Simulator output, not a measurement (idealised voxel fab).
The process module presented herein is designated voxel ribs on slabs.
For reference, the cross-section in this document is cut, with width 275 nm and square cells of 5 nm.
Reading order for cross-sections: top band down to bottom band. Underlying form: a grid of square cells. Band size: one or more rows of cells.
Each band's line starts with the height of the band's top and of its bottom, in nm. Then come its materials from left to right, each with its width in nm. One material with "edge to edge" fills the band from edge to edge. "empty" is empty space.
Heights from 0 (as-received wafer is one material below). Bottom band endless downward, as "0 nm and below".
Width "30->40": first value at the band's top row of cells, second value at its bottom row, equal change from row to row.
Where the words "nothing was modified" appear for a step, the cross-section shows no cell changed by that step; every cell remained as before.
Heads up: "closed voids" only lists the empty pockets with no open path to the top that are 8 cells or more, and it writes them as width x height at distance, distance from the left edge, in nm.
after a step's settings: what the simulator itself notes on the step
overlay nm: how far to the right of its planned place the mask lay on this masked step (negative: to the left).
These are the steps we planned for the process
1 op RECEIVE | material Si
2 op DIRECTIONAL_DEP | material SiO2 | thk nm 30
3 op DIRECTIONAL_DEP | material polySi | thk nm 25
4 op MASKED_ETCH | tone cover | mask id RIB | width nm 15 | etch materials polySi | depth nm 15 | overlay nm 0
5 op PATTERN | tone cover | mask id SLAB | material resist | width nm 75 | thk nm 15 | overlay nm 0
6 op DIRECTIONAL_ETCH | etch materials polySi | depth nm 10
7 op STRIP | etch materials resist
8 op FILL_DEP | material SiO2 | thk nm 25
9 op CMP | height nm 75
10 op DIRECTIONAL_DEP | material W | thk nm 5
11 op DIRECTIONAL_DEP | material aC | thk nm 15
12 op PATTERN | tone cover | mask id HEATER | material resist | width nm 25 | thk nm 30 | overlay nm 0
13 op DIRECTIONAL_ETCH | etch materials aC | depth nm 15
14 op STRIP | etch materials resist
15 op DIRECTIONAL_ETCH | etch materials W | depth nm 5
16 op STRIP | etch materials aC
17 op CONFORMAL_DEP | material SiO2 | thk nm 10
The first of two wafers, run as planned
Incoming wafer in cross-section (state: after step 1)
    0 nm and below: Si edge to edge
    closed voids: none
Cross-section through the wafer, step 2 finished
    30 nm to 0 nm: SiO2 edge to edge
    Anything lower than 0 is untouched.
Cross-section through the wafer, step 3 finished
    55 nm to 30 nm: polySi edge to edge
    Anything lower than 30 is untouched.
Cross-section through the wafer, step 4 finished
    55 nm to 40 nm: empty 130; polySi 15; empty 130
    Anything lower than 40 is untouched.
Cross-section through the wafer, step 5 finished
    70 nm to 55 nm: empty 100; resist 75; empty 100
    55 nm to 40 nm: empty 100; resist 30; polySi 15; resist 30; empty 100
    Anything lower than 40 is untouched.
Cross-section through the wafer, step 6 finished
    70 nm to 55 nm: empty 100; resist 75; empty 100
    55 nm to 40 nm: empty 100; resist 30; polySi 15; resist 30; empty 100
    40 nm to 30 nm: empty 100; polySi 75; empty 100
    Anything lower than 30 is untouched.
Cross-section through the wafer, step 7 finished
    55 nm to 40 nm: empty 130; polySi 15; empty 130
    Anything lower than 40 is untouched.
Cross-section through the wafer, step 8 finished
    80 nm to 55 nm: SiO2 edge to edge
    55 nm to 40 nm: SiO2 130; polySi 15; SiO2 130
    40 nm to 30 nm: SiO2 100; polySi 75; SiO2 100
    Anything lower than 30 is untouched.
Cross-section through the wafer, step 9 finished
    75 nm to 55 nm: SiO2 edge to edge
    Anything lower than 55 is untouched.
Cross-section through the wafer, step 10 finished
    80 nm to 75 nm: W edge to edge
    Anything lower than 75 is untouched.
Cross-section through the wafer, step 11 finished
    95 nm to 80 nm: aC edge to edge
    Anything lower than 80 is untouched.
Cross-section through the wafer, step 12 finished
    125 nm to 95 nm: empty 125; resist 25; empty 125
    Anything lower than 95 is untouched.
Cross-section through the wafer, step 13 finished
    110 nm to 95 nm: empty 125; resist 25; empty 125
    95 nm to 80 nm: empty 125; aC 25; empty 125
    Anything lower than 80 is untouched.
Cross-section through the wafer, step 14 finished
    95 nm to 80 nm: empty 125; aC 25; empty 125
    Anything lower than 80 is untouched.
Cross-section through the wafer, step 15 finished
    95 nm to 80 nm: empty 125; aC 25; empty 125
    80 nm to 75 nm: empty 125; W 25; empty 125
    Anything lower than 75 is untouched.
Cross-section through the wafer, step 16 finished
    80 nm to 75 nm: empty 125; W 25; empty 125
    Anything lower than 75 is untouched.
Cross-section through the wafer, step 17 finished
    90 nm to 85 nm: empty 115; SiO2 45; empty 115
    85 nm to 80 nm: SiO2 edge to edge
    80 nm to 75 nm: SiO2 125; W 25; SiO2 125
    Anything lower than 75 is untouched.
It is to be noted that the second wafer proceeded from the same initial state and according to the same plan as the first, although one mistake was committed in its execution; through step 3, inclusive, the two wafers share an identical history
Cross-sectional view of the second wafer at the intended end time of process step 4
    55 nm to 40 nm: polySi 130; empty 15; polySi 130
    Anything lower than 40 is untouched.
Cross-sectional view of the second wafer at the intended end time of process step 5
    70 nm to 55 nm: empty 100; resist 75; empty 100
    55 nm to 40 nm: polySi 130; resist 15; polySi 130
    Anything lower than 40 is untouched.
Cross-sectional view of the second wafer at the intended end time of process step 6
    70 nm to 55 nm: empty 100; resist 75; empty 100
    55 nm to 45 nm: empty 100; polySi 30; resist 15; polySi 30; empty 100
    Anything lower than 45 is untouched.
Cross-sectional view of the second wafer at the intended end time of process step 7
    55 nm to 45 nm: empty 100; polySi 30; empty 15; polySi 30; empty 100
    45 nm to 40 nm: polySi 130; empty 15; polySi 130
    Anything lower than 40 is untouched.
Cross-sectional view of the second wafer at the intended end time of process step 8
    80 nm to 55 nm: SiO2 edge to edge
    55 nm to 45 nm: SiO2 100; polySi 30; SiO2 15; polySi 30; SiO2 100
    45 nm to 40 nm: polySi 130; SiO2 15; polySi 130
    Anything lower than 40 is untouched.
Cross-sectional view of the second wafer at the intended end time of process step 9
    75 nm to 55 nm: SiO2 edge to edge
    Anything lower than 55 is untouched.
Cross-sectional view of the second wafer at the intended end time of process step 10
    80 nm to 75 nm: W edge to edge
    Anything lower than 75 is untouched.
Cross-sectional view of the second wafer at the intended end time of process step 11
    95 nm to 80 nm: aC edge to edge
    Anything lower than 80 is untouched.
Cross-sectional view of the second wafer at the intended end time of process step 12
    125 nm to 95 nm: empty 125; resist 25; empty 125
    Anything lower than 95 is untouched.
Cross-sectional view of the second wafer at the intended end time of process step 13
    110 nm to 95 nm: empty 125; resist 25; empty 125
    95 nm to 80 nm: empty 125; aC 25; empty 125
    Anything lower than 80 is untouched.
Cross-sectional view of the second wafer at the intended end time of process step 14
    95 nm to 80 nm: empty 125; aC 25; empty 125
    Anything lower than 80 is untouched.
Cross-sectional view of the second wafer at the intended end time of process step 15
    95 nm to 80 nm: empty 125; aC 25; empty 125
    80 nm to 75 nm: empty 125; W 25; empty 125
    Anything lower than 75 is untouched.
Cross-sectional view of the second wafer at the intended end time of process step 16
    80 nm to 75 nm: empty 125; W 25; empty 125
    Anything lower than 75 is untouched.
Cross-sectional view of the second wafer at the intended end time of process step 17
    90 nm to 85 nm: empty 115; SiO2 45; empty 115
    85 nm to 80 nm: SiO2 edge to edge
    80 nm to 75 nm: SiO2 125; W 25; SiO2 125
    Anything lower than 75 is untouched.
Processing error: step 4 did not happen as planned, as run it was op MASKED_ETCH | tone open | mask id RIB | width nm 15 | etch materials polySi | depth nm 15 | overlay nm 0
Cell-count delta at end, second wafer over first, by material: -147 SiO2; +147 polySi
